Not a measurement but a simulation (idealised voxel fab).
Process module name: voxel air gaps
Shown is cross-section cut, with a width of 300 nm and square cells of size 5 nm.
We lay out every cross-section as a grid of square cells and spell it out in bands from the top down, where one band means one or more rows of cells. What a band's entry tells you: where the top is and where the bottom is, as heights in nm, and after that what lies inside, material by material from left to right, each with its width in nm. Empty space is written as the word "air", and a single material marked with the word "full width" occupies the band from edge to edge. Zero point of the height axis is 0; under it, received wafer = one material. Lowest band: continues down indefinitely, "0 and below". The notation "30..40" denotes a width that varies across the rows of cells in the band, beginning at the first number in the top row, finishing at the second number in the bottom row, and changing by an identical amount from each row to the next. Key: "changes: none" - step with no changed cell in the cross-section. Closed-off voids of 8+ cells (no open route to the top) go in "Enclosed void listing", written width x height at distance from the left edge, in nm. Anything after a step's settings on that line? It's the simulator's own note about the step. "overlay nm" denotes, for a step that has a mask, the displacement of the mask to the right of its planned place, with negative values corresponding to the left.

Listed below are the process steps as planned
1. RECEIVE | material Si
2. CONFORMAL_DEP | material SiO2 | thk nm 15
3. CONFORMAL_DEP | material SiCN | thk nm 5
4. DIRECTIONAL_DEP | material lowk | thk nm 30
5. PATTERN | tone open | mask id LINES | material resist | width nm 25 | pitch nm 55 | thk nm 20 | overlay nm 0
6. DIRECTIONAL_ETCH | etch materials lowk | depth nm 30
7. STRIP | etch materials resist
8. CONFORMAL_DEP | material TiN | thk nm 5
9. FILL_DEP | material W | thk nm 5
10. CMP | height nm 50
11. EPI | material Ru | thk nm 10
12. SELECTIVE_ETCH | etch materials lowk | depth nm 40
13. CONFORMAL_DEP | material SiCN | thk nm 5

Wafer cross-section on receipt, i.e. after step 1
* 0 and below = Si full width
* Enclosed void listing: none

first wafer at the end, as planned
* 65 down to 60 = 40 air / 220 SiCN / 40 air
* 60 down to 50 = 40 air / 5 SiCN / 45 Ru / 10 SiCN / 45 Ru / 10 SiCN / 45 Ru / 10 SiCN / 45 Ru / 5 SiCN / 40 air
* 50 down to 45 = 40 air / 15 SiCN / 5 TiN / 15 W / 5 TiN / 30 SiCN / 5 TiN / 15 W / 5 TiN / 30 SiCN / 5 TiN / 15 W / 5 TiN / 30 SiCN / 5 TiN / 15 W / 5 TiN / 15 SiCN / 40 air
* 45 down to 25 = 50 air / 5 SiCN / 5 TiN / 15 W / 5 TiN / 5 SiCN / 20 air / 5 SiCN / 5 TiN / 15 W / 5 TiN / 5 SiCN / 20 air / 5 SiCN / 5 TiN / 15 W / 5 TiN / 5 SiCN / 20 air / 5 SiCN / 5 TiN / 15 W / 5 TiN / 5 SiCN / 50 air
* 25 down to 20 = 55 SiCN / 25 TiN / 30 SiCN / 25 TiN / 30 SiCN / 25 TiN / 30 SiCN / 25 TiN / 55 SiCN
* 20 down to 15 = SiCN full width
* 15 down to 0 = SiO2 full width
* 0 and below = Si full width
* Enclosed void listing: 20 x 20 at 85; 20 x 20 at 140; 20 x 20 at 195

Here is the second of the two wafers cut open at the end of the module - same start, same plan as the first one, but we made one mistake running it
* 55 down to 50 = SiCN full width
* 50 down to 25 = 55 lowk / 5 TiN / 15 W / 5 TiN / 30 lowk / 5 TiN / 15 W / 5 TiN / 30 lowk / 5 TiN / 15 W / 5 TiN / 30 lowk / 5 TiN / 15 W / 5 TiN / 55 lowk
* 25 down to 20 = 55 lowk / 25 TiN / 30 lowk / 25 TiN / 30 lowk / 25 TiN / 30 lowk / 25 TiN / 55 lowk
* 20 down to 15 = SiCN full width
* 15 down to 0 = SiO2 full width
* 0 and below = Si full width
* Enclosed void listing: none
Against the plan, the run slipped here: step 12 went in with a setting other than planned; the actual run was SELECTIVE_ETCH | etch materials Ru | depth nm 40
Final wafer comparison in cells, second versus first, more or fewer per material: 72 fewer of Ru; 96 fewer of SiCN; 240 more of lowk
At the end, the first wafer has 3 closed voids and the second wafer has 0.
